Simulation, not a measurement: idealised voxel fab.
voxel tone inversion: a process module
In the cross-section labelled cut, the width is 215 nm and each square cell is 5 nm.
Cross-sections here: square-cell grids, written as top-down lists of bands, a band being one or more rows of cells. Band: top height; bottom height; in nm. Then, left to right: material with width in nm, for each material. "full width": a single material spanning edge to edge. "empty": empty space. The reference from which all heights are counted is 0, the level beneath which the as-received wafer is entirely one material; the lowest band, having no lower bound, proceeds downward and is written after the example "from 0 down". A two-number width, for instance "30->40", indicates that the width is equal to the first number in the top row of the band and to the second number in the bottom row, and that it changes by a constant amount per row of cells. Basically "no modification" means that step didn't change any cell in the cross-section. Each empty space that has no open way to the top and spans at least 8 cells appears under "Listed closed voids" as width x height at distance, the distance counted from the left edge, all in nm. Heads up: the bit after the settings on a step's line is the simulator's remark on that step. If you see "overlay nm" on a step's line and that step has a mask, it's telling you how far right of where it was planned the mask ended up; a negative number means it went left instead.

[Planned process steps]
1 RECEIVE, material Si
2 CONFORMAL_DEP, material SiN, thk nm 5
3 DIRECTIONAL_DEP, material polySi, thk nm 15
4 PATTERN, tone cover, mask id POSTS, material resist, width nm 20, pitch nm 40, thk nm 20, overlay nm 0
5 DIRECTIONAL_ETCH, etch materials polySi, depth nm 15
6 STRIP, etch materials resist
7 FILL_DEP, material SiO2, thk nm 5
8 CMP, height nm 20
9 STRIP, etch materials polySi

[First of two wafers, with the run carried out as planned]

[Wafer as received: cross-section following step 1]
    from 0 down | Si full width
    Listed closed voids: none

[Upon completion of step 2, the wafer appears in cross-section as shown]
    from 5 to 0 | SiN full width
    For the remainder of the cross-section, below 0, there is no change.

[Upon completion of step 3, the wafer appears in cross-section as shown]
    from 20 to 5 | polySi full width
    For the remainder of the cross-section, below 5, there is no change.

[Upon completion of step 4, the wafer appears in cross-section as shown]
    from 40 to 20 | empty=35, then resist=20, then empty=20, then resist=20, then empty=20, then resist=20, then empty=20, then resist=20, then empty=40
    For the remainder of the cross-section, below 20, there is no change.

[Upon completion of step 5, the wafer appears in cross-section as shown]
    from 40 to 20 | empty=35, then resist=20, then empty=20, then resist=20, then empty=20, then resist=20, then empty=20, then resist=20, then empty=40
    from 20 to 5 | empty=35, then polySi=20, then empty=20, then polySi=20, then empty=20, then polySi=20, then empty=20, then polySi=20, then empty=40
    For the remainder of the cross-section, below 5, there is no change.

[Upon completion of step 6, the wafer appears in cross-section as shown]
    from 20 to 5 | empty=35, then polySi=20, then empty=20, then polySi=20, then empty=20, then polySi=20, then empty=20, then polySi=20, then empty=40
    For the remainder of the cross-section, below 5, there is no change.

[Upon completion of step 7, the wafer appears in cross-section as shown]
    from 25 to 20 | SiO2 full width
    from 20 to 5 | SiO2=35, then polySi=20, then SiO2=20, then polySi=20, then SiO2=20, then polySi=20, then SiO2=20, then polySi=20, then SiO2=40
    For the remainder of the cross-section, below 5, there is no change.

[Upon completion of step 8, the wafer appears in cross-section as shown]
    from 20 to 5 | SiO2=35, then polySi=20, then SiO2=20, then polySi=20, then SiO2=20, then polySi=20, then SiO2=20, then polySi=20, then SiO2=40
    For the remainder of the cross-section, below 5, there is no change.

[Upon completion of step 9, the wafer appears in cross-section as shown]
    from 20 to 5 | SiO2=35, then empty=20, then SiO2=20, then empty=20, then SiO2=20, then empty=20, then SiO2=20, then empty=20, then SiO2=40
    For the remainder of the cross-section, below 5, there is no change.

[Second of two: same start, same plan, one run error; steps up to and including 3 match the first]

[Planned end of step 4: second wafer, cross-section]
    from 40 to 20 | resist=35, then empty=20, then resist=20, then empty=20, then resist=20, then empty=20, then resist=20, then empty=20, then resist=40
    For the remainder of the cross-section, below 20, there is no change.

[Planned end of step 5: second wafer, cross-section]
    from 40 to 20 | resist=35, then empty=20, then resist=20, then empty=20, then resist=20, then empty=20, then resist=20, then empty=20, then resist=40
    from 20 to 5 | polySi=35, then empty=20, then polySi=20, then empty=20, then polySi=20, then empty=20, then polySi=20, then empty=20, then polySi=40
    For the remainder of the cross-section, below 5, there is no change.

[Planned end of step 6: second wafer, cross-section]
    from 20 to 5 | polySi=35, then empty=20, then polySi=20, then empty=20, then polySi=20, then empty=20, then polySi=20, then empty=20, then polySi=40
    For the remainder of the cross-section, below 5, there is no change.

[Planned end of step 7: second wafer, cross-section]
    from 25 to 20 | SiO2 full width
    from 20 to 5 | polySi=35, then SiO2=20, then polySi=20, then SiO2=20, then polySi=20, then SiO2=20, then polySi=20, then SiO2=20, then polySi=40
    For the remainder of the cross-section, below 5, there is no change.

[Planned end of step 8: second wafer, cross-section]
    from 20 to 5 | polySi=35, then SiO2=20, then polySi=20, then SiO2=20, then polySi=20, then SiO2=20, then polySi=20, then SiO2=20, then polySi=40
    For the remainder of the cross-section, below 5, there is no change.

[Planned end of step 9: second wafer, cross-section]
    from 20 to 5 | empty=35, then SiO2=20, then empty=20, then SiO2=20, then empty=20, then SiO2=20, then empty=20, then SiO2=20, then empty=40
    For the remainder of the cross-section, below 5, there is no change.
Heads up, the wafer didn't run the way we planned it: step 4 did not happen as planned, as run it was PATTERN, tone open, mask id POSTS, material resist, width nm 20, pitch nm 40, thk nm 20, overlay nm 0
Counted in cells at the end, the second wafer holds more or fewer of these materials than the first: SiO2: 33 fewer
